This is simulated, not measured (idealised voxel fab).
process module | voxel gate over fins
cross-section cut | 250 nm wide | cells 5 nm
A cross-section is a grid of square cells, given in bands from the top down. A band is one or more rows of cells.
Each band's line starts with the height of the band's top and of its bottom, in nm. Then come its materials from left to right, each with its width in nm. One material with "throughout" fills the band from edge to edge. "air" is empty space.
Height 0 is the level under which the wafer as received is all one material. The lowest band goes on downwards, as in "0 down".
A width such as "30 to 40" changes by the same amount from each row of cells to the next, from the band's top row to its bottom row.
"no change" after a step means that no cell of the cross-section changed.
closed voids: empty space of 8 cells or more with no open way to the top, each as width x height at its distance from the left edge, in nm
after a step's settings: what the simulator itself notes on the step
overlay nm, on a step with a mask: how far to the right of its planned place the mask lay; to the left if negative
plan
1 op RECEIVE | material Si
2 op CONFORMAL_DEP | material SiN | thk nm 5
3 op MASKED_ETCH | tone cover | mask id FINS | width nm 15 | pitch nm 35 | etch materials SiN | depth nm 5 | overlay nm 0
4 op MASKED_ETCH | tone cover | mask id FINS | width nm 15 | pitch nm 35 | etch materials Si | depth nm 40 | overlay nm 0
5 op FILL_DEP | material SiO2 | thk nm 10
6 op CMP | height nm 5
7 op SELECTIVE_ETCH | etch materials SiO2 | depth nm 15
8 op STRIP | etch materials SiN
9 op CONFORMAL_DEP | material HfO2 | thk nm 5
10 op CONFORMAL_DEP | material TiN | thk nm 5
11 op FILL_DEP | material W | thk nm 10
12 op CMP | height nm 15
13 op CONFORMAL_DEP | material SiCN | thk nm 10
as received, after step 1
  0 down: Si throughout
  closed voids: none
first wafer at the end, as planned
  25 to 15: SiCN throughout
  15 to 10: W throughout
  10 to 5: W 90 | TiN 70 | W 90
  5 to 0: W 90 | TiN 5 | HfO2 25 | TiN 10 | HfO2 25 | TiN 5 | W 90
  0 to -5: TiN 95 | HfO2 5 | Si 15 | HfO2 5 | TiN 10 | HfO2 5 | Si 15 | HfO2 5 | TiN 95
  -5 to -10: HfO2 100 | Si 15 | HfO2 20 | Si 15 | HfO2 100
  -10 to -40: SiO2 100 | Si 15 | SiO2 20 | Si 15 | SiO2 100
  -40 down: Si throughout
  closed voids: none
second wafer at the end: like start, like plan, one mistake
  25 to 15: SiCN throughout
  15 to 10: W throughout
  10 to 5: W 90 | HfO2 70 | W 90
  5 to 0: W 90 | HfO2 5 | TiN 25 | HfO2 10 | TiN 25 | HfO2 5 | W 90
  0 to -5: HfO2 95 | TiN 5 | Si 15 | TiN 5 | HfO2 10 | TiN 5 | Si 15 | TiN 5 | HfO2 95
  -5 to -10: TiN 100 | Si 15 | TiN 20 | Si 15 | TiN 100
  -10 to -40: SiO2 100 | Si 15 | SiO2 20 | Si 15 | SiO2 100
  -40 down: Si throughout
  closed voids: none
what went wrong: steps 9 and 10 were swapped
at the end the second wafer has, in cells: as many of each material as the first, in other places
